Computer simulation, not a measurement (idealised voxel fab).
Process module under the name voxel gate over fins
Shown is cross-section cut, with a width of 225 nm and square cells of size 5 nm.
Throughout this document, each cross-section is represented as a grid of square cells and is presented as a sequence of bands enumerated from the top downward, where a band comprises one or more rows of cells. What a band's entry tells you: where the top is and where the bottom is, as heights in nm, and after that what lies inside, material by material from left to right, each with its width in nm. Empty space is written as the word "empty", and a single material marked with the word "edge to edge" occupies the band from edge to edge. Height datum 0, below which the as-received substrate wafer is one material. Lowest band open at the bottom, running downward: "0 down". Width spec "30..40" -> top row of cells at first value, bottom row at second value, equal per-row change in between. "changes: none" -> step changed no cross-section cell. Each empty space that has no open way to the top and spans at least 8 cells appears under "Fully sealed voids" as width x height at distance, the distance counted from the left edge, all in nm. Step line, after settings: the simulator's comment on this step. If you see "overlay nm" on a step's line and that step has a mask, it's telling you how far right of where it was planned the mask ended up; a negative number means it went left instead.
## Process steps (planned)
- 1: RECEIVE (material Si)
- 2: CONFORMAL_DEP (material SiN; thk nm 5)
- 3: PATTERN (tone cover; mask id FINS; material resist; width nm 15; pitch nm 45; thk nm 20; overlay nm 0)
- 4: DIRECTIONAL_ETCH (etch materials SiN; depth nm 5)
- 5: DIRECTIONAL_ETCH (etch materials Si; depth nm 35)
- 6: STRIP (etch materials resist)
- 7: OXIDIZE (depth nm 5)
- 8: FILL_DEP (material SiO2; thk nm 5)
- 9: CMP (height nm 5)
- 10: SELECTIVE_ETCH (etch materials SiO2; depth nm 15)
- 11: STRIP (etch materials SiN)
- 12: CONFORMAL_DEP (material HfO2; thk nm 5)
- 13: CONFORMAL_DEP (material TiN; thk nm 5)
- 14: FILL_DEP (material W; thk nm 15)
- 15: CMP (height nm 20)
- 16: CONFORMAL_DEP (material SiN; thk nm 10)
## The first of a set of two wafers, run to plan
## Cross-section, incoming material, after step 1
- 0 down  Si edge to edge
- Fully sealed voids: none
## You're looking at a cross-section of the wafer after step 2
- 5 to 0  SiN edge to edge
- Unchanged below 0.
## You're looking at a cross-section of the wafer after step 3
- 25 to 5  empty (60)  resist (15)  empty (30)  resist (15)  empty (30)  resist (15)  empty (60)
- Unchanged below 5.
## You're looking at a cross-section of the wafer after step 4
- 25 to 5  empty (60)  resist (15)  empty (30)  resist (15)  empty (30)  resist (15)  empty (60)
- 5 to 0  empty (60)  SiN (15)  empty (30)  SiN (15)  empty (30)  SiN (15)  empty (60)
- Unchanged below 0.
## You're looking at a cross-section of the wafer after step 5
- 25 to 5  empty (60)  resist (15)  empty (30)  resist (15)  empty (30)  resist (15)  empty (60)
- 5 to 0  empty (60)  SiN (15)  empty (30)  SiN (15)  empty (30)  SiN (15)  empty (60)
- 0 to -35  empty (60)  Si (15)  empty (30)  Si (15)  empty (30)  Si (15)  empty (60)
- Unchanged below -35.
## You're looking at a cross-section of the wafer after step 6
- 5 to 0  empty (60)  SiN (15)  empty (30)  SiN (15)  empty (30)  SiN (15)  empty (60)
- Unchanged below 0.
## You're looking at a cross-section of the wafer after step 7
- 5 to 0  empty (60)  SiN (15)  empty (30)  SiN (15)  empty (30)  SiN (15)  empty (60)
- 0 to -35  empty (60)  SiO2 (5)  Si (5)  SiO2 (5)  empty (30)  SiO2 (5)  Si (5)  SiO2 (5)  empty (30)  SiO2 (5)  Si (5)  SiO2 (5)  empty (60)
- -35 to -40  SiO2 (65)  Si (5)  SiO2 (40)  Si (5)  SiO2 (40)  Si (5)  SiO2 (65)
- Unchanged below -40.
## You're looking at a cross-section of the wafer after step 8
- 10 to 5  SiO2 edge to edge
- 5 to 0  SiO2 (60)  SiN (15)  SiO2 (30)  SiN (15)  SiO2 (30)  SiN (15)  SiO2 (60)
- 0 to -40  SiO2 (65)  Si (5)  SiO2 (40)  Si (5)  SiO2 (40)  Si (5)  SiO2 (65)
- Unchanged below -40.
## You're looking at a cross-section of the wafer after step 9
- 5 to 0  SiO2 (60)  SiN (15)  SiO2 (30)  SiN (15)  SiO2 (30)  SiN (15)  SiO2 (60)
- Unchanged below 0.
## You're looking at a cross-section of the wafer after step 10
- 5 to 0  empty (60)  SiN (15)  empty (30)  SiN (15)  empty (30)  SiN (15)  empty (60)
- 0 to -10  empty (65)  Si (5)  empty (40)  Si (5)  empty (40)  Si (5)  empty (65)
- Unchanged below -10.
## You're looking at a cross-section of the wafer after step 11
- 0 to -10  empty (65)  Si (5)  empty (40)  Si (5)  empty (40)  Si (5)  empty (65)
- Unchanged below -10.
## You're looking at a cross-section of the wafer after step 12
- 5 to 0  empty (60)  HfO2 (15)  empty (30)  HfO2 (15)  empty (30)  HfO2 (15)  empty (60)
- 0 to -5  empty (60)  HfO2 (5)  Si (5)  HfO2 (5)  empty (30)  HfO2 (5)  Si (5)  HfO2 (5)  empty (30)  HfO2 (5)  Si (5)  HfO2 (5)  empty (60)
- -5 to -10  HfO2 (65)  Si (5)  HfO2 (40)  Si (5)  HfO2 (40)  Si (5)  HfO2 (65)
- Unchanged below -10.
## You're looking at a cross-section of the wafer after step 13
- 10 to 5  empty (55)  TiN (25)  empty (20)  TiN (25)  empty (20)  TiN (25)  empty (55)
- 5 to 0  empty (55)  TiN (5)  HfO2 (15)  TiN (5)  empty (20)  TiN (5)  HfO2 (15)  TiN (5)  empty (20)  TiN (5)  HfO2 (15)  TiN (5)  empty (55)
- 0 to -5  TiN (60)  HfO2 (5)  Si (5)  HfO2 (5)  TiN (30)  HfO2 (5)  Si (5)  HfO2 (5)  TiN (30)  HfO2 (5)  Si (5)  HfO2 (5)  TiN (60)
- Unchanged below -5.
## You're looking at a cross-section of the wafer after step 14
- 25 to 10  W edge to edge
- 10 to 5  W (55)  TiN (25)  W (20)  TiN (25)  W (20)  TiN (25)  W (55)
- 5 to 0  W (55)  TiN (5)  HfO2 (15)  TiN (5)  W (20)  TiN (5)  HfO2 (15)  TiN (5)  W (20)  TiN (5)  HfO2 (15)  TiN (5)  W (55)
- Unchanged below 0.
## You're looking at a cross-section of the wafer after step 15
- 20 to 10  W edge to edge
- Unchanged below 10.
## You're looking at a cross-section of the wafer after step 16
- 30 to 20  SiN edge to edge
- Unchanged below 20.
## Second wafer, same starting state and plan as the first, one mistake in the run, identical through step 11
Cross-section of the second wafer when, according to plan, step 12 should have finished: changes: none
## Cross-section of the second wafer when, according to plan, step 13 should have finished
- 5 to 0  empty (60)  TiN (15)  empty (30)  TiN (15)  empty (30)  TiN (15)  empty (60)
- 0 to -5  empty (60)  TiN (5)  Si (5)  TiN (5)  empty (30)  TiN (5)  Si (5)  TiN (5)  empty (30)  TiN (5)  Si (5)  TiN (5)  empty (60)
- -5 to -10  TiN (65)  Si (5)  TiN (40)  Si (5)  TiN (40)  Si (5)  TiN (65)
- Unchanged below -10.
## Cross-section of the second wafer when, according to plan, step 14 should have finished
- 20 to 5  W edge to edge
- 5 to 0  W (60)  TiN (15)  W (30)  TiN (15)  W (30)  TiN (15)  W (60)
- 0 to -5  W (60)  TiN (5)  Si (5)  TiN (5)  W (30)  TiN (5)  Si (5)  TiN (5)  W (30)  TiN (5)  Si (5)  TiN (5)  W (60)
- Unchanged below -5.
Cross-section of the second wafer when, according to plan, step 15 should have finished: changes: none
## Cross-section of the second wafer when, according to plan, step 16 should have finished
- 30 to 20  SiN edge to edge
- Unchanged below 20.
Finding, execution versus plan: step 12 from the plan never happened, it was just skipped
Wrapping up, a cell-based count of both wafers puts the second over or under the first for these materials: 57 fewer of HfO2; 57 more of W
